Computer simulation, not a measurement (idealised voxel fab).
The document below concerns the process module designated voxel self aligned contacts.
It is cross-section cut that appears here, measuring 145 nm in width, its square cells being 5 nm in size.
In what follows, cross-sections appear as grids of square cells, described through bands that run from the top down, where every band is one or more rows of cells.
Read a band's entry like this: the first values are the height of its top and the height of its bottom in nm, and what follows is the sequence of materials from left to right, each with its width in nm. Note that "air" is empty space, and that a single material marked "edge to edge" reaches across the band from edge to edge.
All heights in this document are referenced to 0, defined as the level beneath which the wafer, as received, consists entirely of one material. The lowest band is not bounded below; it extends indefinitely downward and is written in the form "from 0 down".
Per-row width for "30..40": begins at first number (top row of band), ends at second number (bottom row), increment between rows held constant.
Basically "nothing different" means that step didn't change any cell in the cross-section.
Closed-off voids of 8+ cells (no open route to the top) go in "Fully sealed cavities", written width x height at distance from the left edge, in nm.
Step line, after settings: the simulator's comment on this step.
overlay nm, on a step with a mask: how far to the right of its planned place the mask lay; to the left if negative
In what follows, pairs of cross-sections are presented, each taken before and after one process step, with the after cross-section shown only down to the lowest band that was altered; the step, together with its settings, is stated below the pair. The pairs may stem from different runs of this module on the same starting wafer; accordingly, a pair should be taken as continuing from the one above it solely where its entry headed "Before-step section" indicates as much.

Before-step section
* from 0 down: Si edge to edge
* Fully sealed cavities: none

Sectional Result
* from 0 to -5: SiO2 edge to edge
* Anything lower than -5 is untouched.
* Fully sealed cavities: none
The process step separating the two cross-sections depicted above is as follows: OXIDIZE: depth nm 5

Before-step section: carried over from the after image of the pair right above.

Sectional Result
* from 30 to 0: polySi edge to edge
* Anything lower than 0 is untouched.
* Fully sealed cavities: none
The process step separating the two cross-sections depicted above is as follows: DIRECTIONAL_DEP: material polySi, thk nm 30

Before-step section: carried over from the after image of the pair right above.

Sectional Result
* from 50 to 30: SiN edge to edge
* Anything lower than 30 is untouched.
* Fully sealed cavities: none
The process step separating the two cross-sections depicted above is as follows: DIRECTIONAL_DEP: material SiN, thk nm 20

Before-step section: carried over from the after image of the pair right above.

Sectional Result
* from 65 to 50: air 20 nm  resist 30 nm  air 45 nm  resist 30 nm  air 20 nm
* Anything lower than 50 is untouched.
* Fully sealed cavities: none
The process step separating the two cross-sections depicted above is as follows: PATTERN: tone cover, mask id GATE, material resist, width nm 30, pitch nm 75, thk nm 15, overlay nm 0

Before-step section: carried over from the after image of the pair right above.

Sectional Result
* from 65 to 50: air 20 nm  resist 30 nm  air 45 nm  resist 30 nm  air 20 nm
* from 50 to 30: air 20 nm  SiN 30 nm  air 45 nm  SiN 30 nm  air 20 nm
* Anything lower than 30 is untouched.
* Fully sealed cavities: none
The process step separating the two cross-sections depicted above is as follows: DIRECTIONAL_ETCH: etch materials SiN, depth nm 20

Before-step section: carried over from the after image of the pair right above.

Sectional Result
* from 65 to 50: air 20 nm  resist 30 nm  air 45 nm  resist 30 nm  air 20 nm
* from 50 to 30: air 20 nm  SiN 30 nm  air 45 nm  SiN 30 nm  air 20 nm
* from 30 to 0: air 20 nm  polySi 30 nm  air 45 nm  polySi 30 nm  air 20 nm
* Anything lower than 0 is untouched.
* Fully sealed cavities: none
The process step separating the two cross-sections depicted above is as follows: DIRECTIONAL_ETCH: etch materials polySi, depth nm 30

Before-step section: carried over from the after image of the pair right above.

Sectional Result
* from 50 to 30: air 20 nm  SiN 30 nm  air 45 nm  SiN 30 nm  air 20 nm
* Anything lower than 30 is untouched.
* Fully sealed cavities: none
The process step separating the two cross-sections depicted above is as follows: STRIP: etch materials resist

Before-step section: carried over from the after image of the pair right above.

Sectional Result
* from 60 to 30: air 10 nm  SiN 50 nm  air 25 nm  SiN 50 nm  air 10 nm
* from 30 to 10: air 10 nm  SiN 10 nm  polySi 30 nm  SiN 10 nm  air 25 nm  SiN 10 nm  polySi 30 nm  SiN 10 nm  air 10 nm
* from 10 to 0: SiN 20 nm  polySi 30 nm  SiN 45 nm  polySi 30 nm  SiN 20 nm
* Anything lower than 0 is untouched.
* Fully sealed cavities: none
The process step separating the two cross-sections depicted above is as follows: CONFORMAL_DEP: material SiN, thk nm 10

Before-step section: carried over from the after image of the pair right above.

Sectional Result
* from 50 to 30: air 10 nm  SiN 50 nm  air 25 nm  SiN 50 nm  air 10 nm
* from 30 to 0: air 10 nm  SiN 10 nm  polySi 30 nm  SiN 10 nm  air 25 nm  SiN 10 nm  polySi 30 nm  SiN 10 nm  air 10 nm
* Anything lower than 0 is untouched.
* Fully sealed cavities: none
The process step separating the two cross-sections depicted above is as follows: DIRECTIONAL_ETCH: etch materials SiN, depth nm 10

Before-step section: carried over from the after image of the pair right above.

Sectional Result
* from 65 to 50: SiO2 edge to edge
* from 50 to 30: SiO2 10 nm  SiN 50 nm  SiO2 25 nm  SiN 50 nm  SiO2 10 nm
* from 30 to 0: SiO2 10 nm  SiN 10 nm  polySi 30 nm  SiN 10 nm  SiO2 25 nm  SiN 10 nm  polySi 30 nm  SiN 10 nm  SiO2 10 nm
* Anything lower than 0 is untouched.
* Fully sealed cavities: none
The process step separating the two cross-sections depicted above is as follows: FILL_DEP: material SiO2, thk nm 15

Before-step section: carried over from the after image of the pair right above.

Sectional Result
* from 55 to 50: SiO2 edge to edge
* Anything lower than 50 is untouched.
* Fully sealed cavities: none
The process step separating the two cross-sections depicted above is as follows: CMP: height nm 55

Before-step section: carried over from the after image of the pair right above.

Sectional Result
* from 55 to 50: SiO2 45 nm  air 55 nm  SiO2 45 nm
* from 50 to 30: SiO2 10 nm  SiN 50 nm  air 25 nm  SiN 50 nm  SiO2 10 nm
* from 30 to 0: SiO2 10 nm  SiN 10 nm  polySi 30 nm  SiN 10 nm  air 25 nm  SiN 10 nm  polySi 30 nm  SiN 10 nm  SiO2 10 nm
* from 0 to -5: SiO2 60 nm  air 25 nm  SiO2 60 nm
* Anything lower than -5 is untouched.
* Fully sealed cavities: none
The process step separating the two cross-sections depicted above is as follows: MASKED_ETCH: tone open, mask id CONTACT, width nm 55, etch materials SiO2, depth nm 60, overlay nm 0

Before-step section: carried over from the after image of the pair right above.

Sectional Result
* from 60 to 55: TiN 50 nm  air 45 nm  TiN 50 nm
* from 55 to 50: SiO2 45 nm  TiN 20 nm  air 15 nm  TiN 20 nm  SiO2 45 nm
* from 50 to 30: SiO2 10 nm  SiN 50 nm  TiN 5 nm  air 15 nm  TiN 5 nm  SiN 50 nm  SiO2 10 nm
* from 30 to 0: SiO2 10 nm  SiN 10 nm  polySi 30 nm  SiN 10 nm  TiN 5 nm  air 15 nm  TiN 5 nm  SiN 10 nm  polySi 30 nm  SiN 10 nm  SiO2 10 nm
* from 0 to -5: SiO2 60 nm  TiN 25 nm  SiO2 60 nm
* Anything lower than -5 is untouched.
* Fully sealed cavities: none
The process step separating the two cross-sections depicted above is as follows: CONFORMAL_DEP: material TiN, thk nm 5

Before-step section: carried over from the after image of the pair right above.

Sectional Result
* from 70 to 60: Ru edge to edge
* from 60 to 55: TiN 50 nm  Ru 45 nm  TiN 50 nm
* from 55 to 50: SiO2 45 nm  TiN 20 nm  Ru 15 nm  TiN 20 nm  SiO2 45 nm
* from 50 to 30: SiO2 10 nm  SiN 50 nm  TiN 5 nm  Ru 15 nm  TiN 5 nm  SiN 50 nm  SiO2 10 nm
* from 30 to 0: SiO2 10 nm  SiN 10 nm  polySi 30 nm  SiN 10 nm  TiN 5 nm  Ru 15 nm  TiN 5 nm  SiN 10 nm  polySi 30 nm  SiN 10 nm  SiO2 10 nm
* Anything lower than 0 is untouched.
* Fully sealed cavities: none
The process step separating the two cross-sections depicted above is as follows: FILL_DEP: material Ru, thk nm 10

Before-step section: carried over from the after image of the pair right above.

Sectional Result
* from 55 to 50: SiO2 45 nm  TiN 20 nm  Ru 15 nm  TiN 20 nm  SiO2 45 nm
* Anything lower than 50 is untouched.
* Fully sealed cavities: none
The process step separating the two cross-sections depicted above is as follows: CMP: height nm 55

Before-step section: carried over from the after image of the pair right above.

Sectional Result
* from 60 to 55: SiN edge to edge
* Anything lower than 55 is untouched.
* Fully sealed cavities: none
The process step separating the two cross-sections depicted above is as follows: CONFORMAL_DEP: material SiN, thk nm 5

Before-step section
* from 0 down: Si edge to edge
* Fully sealed cavities: none

Sectional Result
* from 30 to 0: polySi edge to edge
* Anything lower than 0 is untouched.
* Fully sealed cavities: none
The process step separating the two cross-sections depicted above is as follows: DIRECTIONAL_DEP: material polySi, thk nm 30

Before-step section: carried over from the after image of the pair right above.

Sectional Result
* from 50 to 30: SiN edge to edge
* Anything lower than 30 is untouched.
* Fully sealed cavities: none
The process step separating the two cross-sections depicted above is as follows: DIRECTIONAL_DEP: material SiN, thk nm 20

Before-step section: carried over from the after image of the pair right above.

Sectional Result
* from 65 to 50: air 20 nm  resist 30 nm  air 45 nm  resist 30 nm  air 20 nm
* Anything lower than 50 is untouched.
* Fully sealed cavities: none
The process step separating the two cross-sections depicted above is as follows: PATTERN: tone cover, mask id GATE, material resist, width nm 30, pitch nm 75, thk nm 15, overlay nm 0

Before-step section: carried over from the after image of the pair right above.

Sectional Result
* from 65 to 50: air 20 nm  resist 30 nm  air 45 nm  resist 30 nm  air 20 nm
* from 50 to 30: air 20 nm  SiN 30 nm  air 45 nm  SiN 30 nm  air 20 nm
* Anything lower than 30 is untouched.
* Fully sealed cavities: none
The process step separating the two cross-sections depicted above is as follows: DIRECTIONAL_ETCH: etch materials SiN, depth nm 20

Before-step section: carried over from the after image of the pair right above.

Sectional Result
* from 65 to 50: air 20 nm  resist 30 nm  air 45 nm  resist 30 nm  air 20 nm
* from 50 to 30: air 20 nm  SiN 30 nm  air 45 nm  SiN 30 nm  air 20 nm
* from 30 to 0: air 20 nm  polySi 30 nm  air 45 nm  polySi 30 nm  air 20 nm
* Anything lower than 0 is untouched.
* Fully sealed cavities: none
The process step separating the two cross-sections depicted above is as follows: DIRECTIONAL_ETCH: etch materials polySi, depth nm 30

Before-step section: carried over from the after image of the pair right above.

Sectional Result
* from 50 to 30: air 20 nm  SiN 30 nm  air 45 nm  SiN 30 nm  air 20 nm
* Anything lower than 30 is untouched.
* Fully sealed cavities: none
The process step separating the two cross-sections depicted above is as follows: STRIP: etch materials resist

Before-step section: carried over from the after image of the pair right above.

Sectional Result
* from 60 to 30: air 10 nm  SiN 50 nm  air 25 nm  SiN 50 nm  air 10 nm
* from 30 to 10: air 10 nm  SiN 10 nm  polySi 30 nm  SiN 10 nm  air 25 nm  SiN 10 nm  polySi 30 nm  SiN 10 nm  air 10 nm
* from 10 to 0: SiN 20 nm  polySi 30 nm  SiN 45 nm  polySi 30 nm  SiN 20 nm
* Anything lower than 0 is untouched.
* Fully sealed cavities: none
The process step separating the two cross-sections depicted above is as follows: CONFORMAL_DEP: material SiN, thk nm 10

Before-step section: carried over from the after image of the pair right above.

Sectional Result
* from 50 to 30: air 10 nm  SiN 50 nm  air 25 nm  SiN 50 nm  air 10 nm
* from 30 to 0: air 10 nm  SiN 10 nm  polySi 30 nm  SiN 10 nm  air 25 nm  SiN 10 nm  polySi 30 nm  SiN 10 nm  air 10 nm
* Anything lower than 0 is untouched.
* Fully sealed cavities: none
The process step separating the two cross-sections depicted above is as follows: DIRECTIONAL_ETCH: etch materials SiN, depth nm 10

Before-step section: carried over from the after image of the pair right above.

Sectional Result
* from 65 to 50: SiO2 edge to edge
* from 50 to 30: SiO2 10 nm  SiN 50 nm  SiO2 25 nm  SiN 50 nm  SiO2 10 nm
* from 30 to 0: SiO2 10 nm  SiN 10 nm  polySi 30 nm  SiN 10 nm  SiO2 25 nm  SiN 10 nm  polySi 30 nm  SiN 10 nm  SiO2 10 nm
* Anything lower than 0 is untouched.
* Fully sealed cavities: none
The process step separating the two cross-sections depicted above is as follows: FILL_DEP: material SiO2, thk nm 15

Before-step section: carried over from the after image of the pair right above.

Sectional Result
* from 55 to 50: SiO2 edge to edge
* Anything lower than 50 is untouched.
* Fully sealed cavities: none
The process step separating the two cross-sections depicted above is as follows: CMP: height nm 55

Before-step section: carried over from the after image of the pair right above.

Sectional Result
* from 55 to 50: SiO2 45 nm  air 55 nm  SiO2 45 nm
* from 50 to 30: SiO2 10 nm  SiN 50 nm  air 25 nm  SiN 50 nm  SiO2 10 nm
* from 30 to 0: SiO2 10 nm  SiN 10 nm  polySi 30 nm  SiN 10 nm  air 25 nm  SiN 10 nm  polySi 30 nm  SiN 10 nm  SiO2 10 nm
* Anything lower than 0 is untouched.
* Fully sealed cavities: none
The process step separating the two cross-sections depicted above is as follows: MASKED_ETCH: tone open, mask id CONTACT, width nm 55, etch materials SiO2, depth nm 60, overlay nm 0

Before-step section: carried over from the after image of the pair right above.

Sectional Result
* from 60 to 55: TiN 50 nm  air 45 nm  TiN 50 nm
* from 55 to 50: SiO2 45 nm  TiN 20 nm  air 15 nm  TiN 20 nm  SiO2 45 nm
* from 50 to 30: SiO2 10 nm  SiN 50 nm  TiN 5 nm  air 15 nm  TiN 5 nm  SiN 50 nm  SiO2 10 nm
* from 30 to 5: SiO2 10 nm  SiN 10 nm  polySi 30 nm  SiN 10 nm  TiN 5 nm  air 15 nm  TiN 5 nm  SiN 10 nm  polySi 30 nm  SiN 10 nm  SiO2 10 nm
* from 5 to 0: SiO2 10 nm  SiN 10 nm  polySi 30 nm  SiN 10 nm  TiN 25 nm  SiN 10 nm  polySi 30 nm  SiN 10 nm  SiO2 10 nm
* Anything lower than 0 is untouched.
* Fully sealed cavities: none
The process step separating the two cross-sections depicted above is as follows: CONFORMAL_DEP: material TiN, thk nm 5

Before-step section: carried over from the after image of the pair right above.

Sectional Result
* from 70 to 60: Ru edge to edge
* from 60 to 55: TiN 50 nm  Ru 45 nm  TiN 50 nm
* from 55 to 50: SiO2 45 nm  TiN 20 nm  Ru 15 nm  TiN 20 nm  SiO2 45 nm
* from 50 to 30: SiO2 10 nm  SiN 50 nm  TiN 5 nm  Ru 15 nm  TiN 5 nm  SiN 50 nm  SiO2 10 nm
* from 30 to 5: SiO2 10 nm  SiN 10 nm  polySi 30 nm  SiN 10 nm  TiN 5 nm  Ru 15 nm  TiN 5 nm  SiN 10 nm  polySi 30 nm  SiN 10 nm  SiO2 10 nm
* Anything lower than 5 is untouched.
* Fully sealed cavities: none
The process step separating the two cross-sections depicted above is as follows: FILL_DEP: material Ru, thk nm 10

Before-step section: carried over from the after image of the pair right above.

Sectional Result
* from 55 to 50: SiO2 45 nm  TiN 20 nm  Ru 15 nm  TiN 20 nm  SiO2 45 nm
* Anything lower than 50 is untouched.
* Fully sealed cavities: none
The process step separating the two cross-sections depicted above is as follows: CMP: height nm 55

Before-step section: carried over from the after image of the pair right above.

Sectional Result
* from 60 to 55: SiN edge to edge
* Anything lower than 55 is untouched.
* Fully sealed cavities: none
The process step separating the two cross-sections depicted above is as follows: CONFORMAL_DEP: material SiN, thk nm 5

Before-step section
* from 30 to 0: polySi edge to edge
* from 0 to -5: SiO2 edge to edge
* from -5 down: Si edge to edge
* Fully sealed cavities: none

Sectional Result
* from 60 to 0: polySi edge to edge
* Anything lower than 0 is untouched.
* Fully sealed cavities: none
The process step separating the two cross-sections depicted above is as follows: DIRECTIONAL_DEP: material polySi, thk nm 30

Before-step section: carried over from the after image of the pair right above.

Sectional Result
* from 80 to 60: SiN edge to edge
* Anything lower than 60 is untouched.
* Fully sealed cavities: none
The process step separating the two cross-sections depicted above is as follows: DIRECTIONAL_DEP: material SiN, thk nm 20

Before-step section: carried over from the after image of the pair right above.

Sectional Result
* from 95 to 80: air 20 nm  resist 30 nm  air 45 nm  resist 30 nm  air 20 nm
* Anything lower than 80 is untouched.
* Fully sealed cavities: none
The process step separating the two cross-sections depicted above is as follows: PATTERN: tone cover, mask id GATE, material resist, width nm 30, pitch nm 75, thk nm 15, overlay nm 0

Before-step section: carried over from the after image of the pair right above.

Sectional Result
* from 95 to 80: air 20 nm  resist 30 nm  air 45 nm  resist 30 nm  air 20 nm
* from 80 to 60: air 20 nm  SiN 30 nm  air 45 nm  SiN 30 nm  air 20 nm
* Anything lower than 60 is untouched.
* Fully sealed cavities: none
The process step separating the two cross-sections depicted above is as follows: DIRECTIONAL_ETCH: etch materials SiN, depth nm 20

Before-step section: carried over from the after image of the pair right above.

Sectional Result
* from 95 to 80: air 20 nm  resist 30 nm  air 45 nm  resist 30 nm  air 20 nm
* from 80 to 60: air 20 nm  SiN 30 nm  air 45 nm  SiN 30 nm  air 20 nm
* from 60 to 30: air 20 nm  polySi 30 nm  air 45 nm  polySi 30 nm  air 20 nm
* Anything lower than 30 is untouched.
* Fully sealed cavities: none
The process step separating the two cross-sections depicted above is as follows: DIRECTIONAL_ETCH: etch materials polySi, depth nm 30

Before-step section: carried over from the after image of the pair right above.

Sectional Result
* from 80 to 60: air 20 nm  SiN 30 nm  air 45 nm  SiN 30 nm  air 20 nm
* Anything lower than 60 is untouched.
* Fully sealed cavities: none
The process step separating the two cross-sections depicted above is as follows: STRIP: etch materials resist

Before-step section: carried over from the after image of the pair right above.

Sectional Result
* from 90 to 60: air 10 nm  SiN 50 nm  air 25 nm  SiN 50 nm  air 10 nm
* from 60 to 40: air 10 nm  SiN 10 nm  polySi 30 nm  SiN 10 nm  air 25 nm  SiN 10 nm  polySi 30 nm  SiN 10 nm  air 10 nm
* from 40 to 30: SiN 20 nm  polySi 30 nm  SiN 45 nm  polySi 30 nm  SiN 20 nm
* Anything lower than 30 is untouched.
* Fully sealed cavities: none
The process step separating the two cross-sections depicted above is as follows: CONFORMAL_DEP: material SiN, thk nm 10

Before-step section: carried over from the after image of the pair right above.

Sectional Result
* from 80 to 60: air 10 nm  SiN 50 nm  air 25 nm  SiN 50 nm  air 10 nm
* from 60 to 30: air 10 nm  SiN 10 nm  polySi 30 nm  SiN 10 nm  air 25 nm  SiN 10 nm  polySi 30 nm  SiN 10 nm  air 10 nm
* Anything lower than 30 is untouched.
* Fully sealed cavities: none
The process step separating the two cross-sections depicted above is as follows: DIRECTIONAL_ETCH: etch materials SiN, depth nm 10

Before-step section: carried over from the after image of the pair right above.

Sectional Result
* from 95 to 80: SiO2 edge to edge
* from 80 to 60: SiO2 10 nm  SiN 50 nm  SiO2 25 nm  SiN 50 nm  SiO2 10 nm
* from 60 to 30: SiO2 10 nm  SiN 10 nm  polySi 30 nm  SiN 10 nm  SiO2 25 nm  SiN 10 nm  polySi 30 nm  SiN 10 nm  SiO2 10 nm
* Anything lower than 30 is untouched.
* Fully sealed cavities: none
The process step separating the two cross-sections depicted above is as follows: FILL_DEP: material SiO2, thk nm 15

Before-step section: carried over from the after image of the pair right above.

Sectional Result
* from 55 to 30: SiO2 10 nm  SiN 10 nm  polySi 30 nm  SiN 10 nm  SiO2 25 nm  SiN 10 nm  polySi 30 nm  SiN 10 nm  SiO2 10 nm
* Anything lower than 30 is untouched.
* Fully sealed cavities: none
The process step separating the two cross-sections depicted above is as follows: CMP: height nm 55

Before-step section: carried over from the after image of the pair right above.

Sectional Result
* from 55 to 30: SiO2 10 nm  SiN 10 nm  polySi 30 nm  SiN 10 nm  air 25 nm  SiN 10 nm  polySi 30 nm  SiN 10 nm  SiO2 10 nm
* Anything lower than 30 is untouched.
* Fully sealed cavities: none
The process step separating the two cross-sections depicted above is as follows: MASKED_ETCH: tone open, mask id CONTACT, width nm 55, etch materials SiO2, depth nm 60, overlay nm 0

Before-step section: carried over from the after image of the pair right above.

Sectional Result
* from 60 to 55: TiN 65 nm  air 15 nm  TiN 65 nm
* from 55 to 35: SiO2 10 nm  SiN 10 nm  polySi 30 nm  SiN 10 nm  TiN 5 nm  air 15 nm  TiN 5 nm  SiN 10 nm  polySi 30 nm  SiN 10 nm  SiO2 10 nm
* from 35 to 30: SiO2 10 nm  SiN 10 nm  polySi 30 nm  SiN 10 nm  TiN 25 nm  SiN 10 nm  polySi 30 nm  SiN 10 nm  SiO2 10 nm
* Anything lower than 30 is untouched.
* Fully sealed cavities: none
The process step separating the two cross-sections depicted above is as follows: CONFORMAL_DEP: material TiN, thk nm 5

Before-step section: carried over from the after image of the pair right above.

Sectional Result
* from 70 to 60: Ru edge to edge
* from 60 to 55: TiN 65 nm  Ru 15 nm  TiN 65 nm
* from 55 to 35: SiO2 10 nm  SiN 10 nm  polySi 30 nm  SiN 10 nm  TiN 5 nm  Ru 15 nm  TiN 5 nm  SiN 10 nm  polySi 30 nm  SiN 10 nm  SiO2 10 nm
* Anything lower than 35 is untouched.
* Fully sealed cavities: none
The process step separating the two cross-sections depicted above is as follows: FILL_DEP: material Ru, thk nm 10

Before-step section: carried over from the after image of the pair right above.

Sectional Result
* from 55 to 35: SiO2 10 nm  SiN 10 nm  polySi 30 nm  SiN 10 nm  TiN 5 nm  Ru 15 nm  TiN 5 nm  SiN 10 nm  polySi 30 nm  SiN 10 nm  SiO2 10 nm
* Anything lower than 35 is untouched.
* Fully sealed cavities: none
The process step separating the two cross-sections depicted above is as follows: CMP: height nm 55

Before-step section: carried over from the after image of the pair right above.

Sectional Result
* from 60 to 55: SiN edge to edge
* Anything lower than 55 is untouched.
* Fully sealed cavities: none
The process step separating the two cross-sections depicted above is as follows: CONFORMAL_DEP: material SiN, thk nm 5

Before-step section
* from 50 to 30: air 20 nm  SiN 30 nm  air 45 nm  SiN 30 nm  air 20 nm
* from 30 to 0: air 20 nm  polySi 30 nm  air 45 nm  polySi 30 nm  air 20 nm
* from 0 to -5: SiO2 edge to edge
* from -5 down: Si edge to edge
* Fully sealed cavities: none

Sectional Result
* from 40 to 30: air 20 nm  SiN 30 nm  air 45 nm  SiN 30 nm  air 20 nm
* Anything lower than 30 is untouched.
* Fully sealed cavities: none
The process step separating the two cross-sections depicted above is as follows: DIRECTIONAL_ETCH: etch materials SiN, depth nm 10

Before-step section: carried over from the after image of the pair right above.

Sectional Result
* from 50 to 30: air 10 nm  SiN 50 nm  air 25 nm  SiN 50 nm  air 10 nm
* from 30 to 10: air 10 nm  SiN 10 nm  polySi 30 nm  SiN 10 nm  air 25 nm  SiN 10 nm  polySi 30 nm  SiN 10 nm  air 10 nm
* from 10 to 0: SiN 20 nm  polySi 30 nm  SiN 45 nm  polySi 30 nm  SiN 20 nm
* Anything lower than 0 is untouched.
* Fully sealed cavities: none
The process step separating the two cross-sections depicted above is as follows: CONFORMAL_DEP: material SiN, thk nm 10

Before-step section: carried over from the after image of the pair right above.

Sectional Result
* from 65 to 50: SiO2 edge to edge
* from 50 to 30: SiO2 10 nm  SiN 50 nm  SiO2 25 nm  SiN 50 nm  SiO2 10 nm
* from 30 to 10: SiO2 10 nm  SiN 10 nm  polySi 30 nm  SiN 10 nm  SiO2 25 nm  SiN 10 nm  polySi 30 nm  SiN 10 nm  SiO2 10 nm
* Anything lower than 10 is untouched.
* Fully sealed cavities: none
The process step separating the two cross-sections depicted above is as follows: FILL_DEP: material SiO2, thk nm 15

Before-step section: carried over from the after image of the pair right above.

Sectional Result
* from 55 to 50: SiO2 edge to edge
* Anything lower than 50 is untouched.
* Fully sealed cavities: none
The process step separating the two cross-sections depicted above is as follows: CMP: height nm 55

Before-step section: carried over from the after image of the pair right above.

Sectional Result
* from 55 to 50: SiO2 45 nm  air 55 nm  SiO2 45 nm
* from 50 to 30: SiO2 10 nm  SiN 50 nm  air 25 nm  SiN 50 nm  SiO2 10 nm
* from 30 to 10: SiO2 10 nm  SiN 10 nm  polySi 30 nm  SiN 10 nm  air 25 nm  SiN 10 nm  polySi 30 nm  SiN 10 nm  SiO2 10 nm
* Anything lower than 10 is untouched.
* Fully sealed cavities: none
The process step separating the two cross-sections depicted above is as follows: MASKED_ETCH: tone open, mask id CONTACT, width nm 55, etch materials SiO2, depth nm 60, overlay nm 0

Before-step section: carried over from the after image of the pair right above.

Sectional Result
* from 60 to 55: TiN 50 nm  air 45 nm  TiN 50 nm
* from 55 to 50: SiO2 45 nm  TiN 20 nm  air 15 nm  TiN 20 nm  SiO2 45 nm
* from 50 to 30: SiO2 10 nm  SiN 50 nm  TiN 5 nm  air 15 nm  TiN 5 nm  SiN 50 nm  SiO2 10 nm
* from 30 to 15: SiO2 10 nm  SiN 10 nm  polySi 30 nm  SiN 10 nm  TiN 5 nm  air 15 nm  TiN 5 nm  SiN 10 nm  polySi 30 nm  SiN 10 nm  SiO2 10 nm
* from 15 to 10: SiO2 10 nm  SiN 10 nm  polySi 30 nm  SiN 10 nm  TiN 25 nm  SiN 10 nm  polySi 30 nm  SiN 10 nm  SiO2 10 nm
* Anything lower than 10 is untouched.
* Fully sealed cavities: none
The process step separating the two cross-sections depicted above is as follows: CONFORMAL_DEP: material TiN, thk nm 5

Before-step section: carried over from the after image of the pair right above.

Sectional Result
* from 70 to 60: Ru edge to edge
* from 60 to 55: TiN 50 nm  Ru 45 nm  TiN 50 nm
* from 55 to 50: SiO2 45 nm  TiN 20 nm  Ru 15 nm  TiN 20 nm  SiO2 45 nm
* from 50 to 30: SiO2 10 nm  SiN 50 nm  TiN 5 nm  Ru 15 nm  TiN 5 nm  SiN 50 nm  SiO2 10 nm
* from 30 to 15: SiO2 10 nm  SiN 10 nm  polySi 30 nm  SiN 10 nm  TiN 5 nm  Ru 15 nm  TiN 5 nm  SiN 10 nm  polySi 30 nm  SiN 10 nm  SiO2 10 nm
* Anything lower than 15 is untouched.
* Fully sealed cavities: none
The process step separating the two cross-sections depicted above is as follows: FILL_DEP: material Ru, thk nm 10

Before-step section: carried over from the after image of the pair right above.

Sectional Result
* from 55 to 50: SiO2 45 nm  TiN 20 nm  Ru 15 nm  TiN 20 nm  SiO2 45 nm
* Anything lower than 50 is untouched.
* Fully sealed cavities: none
The process step separating the two cross-sections depicted above is as follows: CMP: height nm 55

Before-step section: carried over from the after image of the pair right above.

Sectional Result
* from 60 to 55: SiN edge to edge
* Anything lower than 55 is untouched.
* Fully sealed cavities: none
The process step separating the two cross-sections depicted above is as follows: CONFORMAL_DEP: material SiN, thk nm 5

Before-step section
* from 0 to -5: SiO2 edge to edge
* from -5 down: Si edge to edge
* Fully sealed cavities: none

Sectional Result
* from 20 to 0: polySi edge to edge
* Anything lower than 0 is untouched.
* Fully sealed cavities: none
The process step separating the two cross-sections depicted above is as follows: DIRECTIONAL_DEP: material polySi, thk nm 20

Before-step section: carried over from the after image of the pair right above.

Sectional Result
* from 40 to 20: SiN edge to edge
* Anything lower than 20 is untouched.
* Fully sealed cavities: none
The process step separating the two cross-sections depicted above is as follows: DIRECTIONAL_DEP: material SiN, thk nm 20

Before-step section: carried over from the after image of the pair right above.

Sectional Result
* from 55 to 40: air 20 nm  resist 30 nm  air 45 nm  resist 30 nm  air 20 nm
* Anything lower than 40 is untouched.
* Fully sealed cavities: none
The process step separating the two cross-sections depicted above is as follows: PATTERN: tone cover, mask id GATE, material resist, width nm 30, pitch nm 75, thk nm 15, overlay nm 0

Before-step section: carried over from the after image of the pair right above.

Sectional Result
* from 55 to 40: air 20 nm  resist 30 nm  air 45 nm  resist 30 nm  air 20 nm
* from 40 to 20: air 20 nm  SiN 30 nm  air 45 nm  SiN 30 nm  air 20 nm
* Anything lower than 20 is untouched.
* Fully sealed cavities: none
The process step separating the two cross-sections depicted above is as follows: DIRECTIONAL_ETCH: etch materials SiN, depth nm 20

Before-step section: carried over from the after image of the pair right above.

Sectional Result
* from 55 to 40: air 20 nm  resist 30 nm  air 45 nm  resist 30 nm  air 20 nm
* from 40 to 20: air 20 nm  SiN 30 nm  air 45 nm  SiN 30 nm  air 20 nm
* from 20 to 0: air 20 nm  polySi 30 nm  air 45 nm  polySi 30 nm  air 20 nm
* Anything lower than 0 is untouched.
* Fully sealed cavities: none
The process step separating the two cross-sections depicted above is as follows: DIRECTIONAL_ETCH: etch materials polySi, depth nm 30

Before-step section: carried over from the after image of the pair right above.

Sectional Result
* from 40 to 20: air 20 nm  SiN 30 nm  air 45 nm  SiN 30 nm  air 20 nm
* Anything lower than 20 is untouched.
* Fully sealed cavities: none
The process step separating the two cross-sections depicted above is as follows: STRIP: etch materials resist

Before-step section: carried over from the after image of the pair right above.

Sectional Result
* from 50 to 20: air 10 nm  SiN 50 nm  air 25 nm  SiN 50 nm  air 10 nm
* from 20 to 10: air 10 nm  SiN 10 nm  polySi 30 nm  SiN 10 nm  air 25 nm  SiN 10 nm  polySi 30 nm  SiN 10 nm  air 10 nm
* from 10 to 0: SiN 20 nm  polySi 30 nm  SiN 45 nm  polySi 30 nm  SiN 20 nm
* Anything lower than 0 is untouched.
* Fully sealed cavities: none
The process step separating the two cross-sections depicted above is as follows: CONFORMAL_DEP: material SiN, thk nm 10

Before-step section: carried over from the after image of the pair right above.

Sectional Result
* from 40 to 20: air 10 nm  SiN 50 nm  air 25 nm  SiN 50 nm  air 10 nm
* from 20 to 0: air 10 nm  SiN 10 nm  polySi 30 nm  SiN 10 nm  air 25 nm  SiN 10 nm  polySi 30 nm  SiN 10 nm  air 10 nm
* Anything lower than 0 is untouched.
* Fully sealed cavities: none
The process step separating the two cross-sections depicted above is as follows: DIRECTIONAL_ETCH: etch materials SiN, depth nm 10

Before-step section: carried over from the after image of the pair right above.

Sectional Result
* from 55 to 40: SiO2 edge to edge
* from 40 to 20: SiO2 10 nm  SiN 50 nm  SiO2 25 nm  SiN 50 nm  SiO2 10 nm
* from 20 to 0: SiO2 10 nm  SiN 10 nm  polySi 30 nm  SiN 10 nm  SiO2 25 nm  SiN 10 nm  polySi 30 nm  SiN 10 nm  SiO2 10 nm
* Anything lower than 0 is untouched.
* Fully sealed cavities: none
The process step separating the two cross-sections depicted above is as follows: FILL_DEP: material SiO2, thk nm 15

Before-step section: carried over from the after image of the pair right above.

Sectional Result
* from 55 to 40: SiO2 45 nm  air 55 nm  SiO2 45 nm
* from 40 to 20: SiO2 10 nm  SiN 50 nm  air 25 nm  SiN 50 nm  SiO2 10 nm
* from 20 to 0: SiO2 10 nm  SiN 10 nm  polySi 30 nm  SiN 10 nm  air 25 nm  SiN 10 nm  polySi 30 nm  SiN 10 nm  SiO2 10 nm
* from 0 to -5: SiO2 60 nm  air 25 nm  SiO2 60 nm
* Anything lower than -5 is untouched.
* Fully sealed cavities: none
The process step separating the two cross-sections depicted above is as follows: MASKED_ETCH: tone open, mask id CONTACT, width nm 55, etch materials SiO2, depth nm 60, overlay nm 0
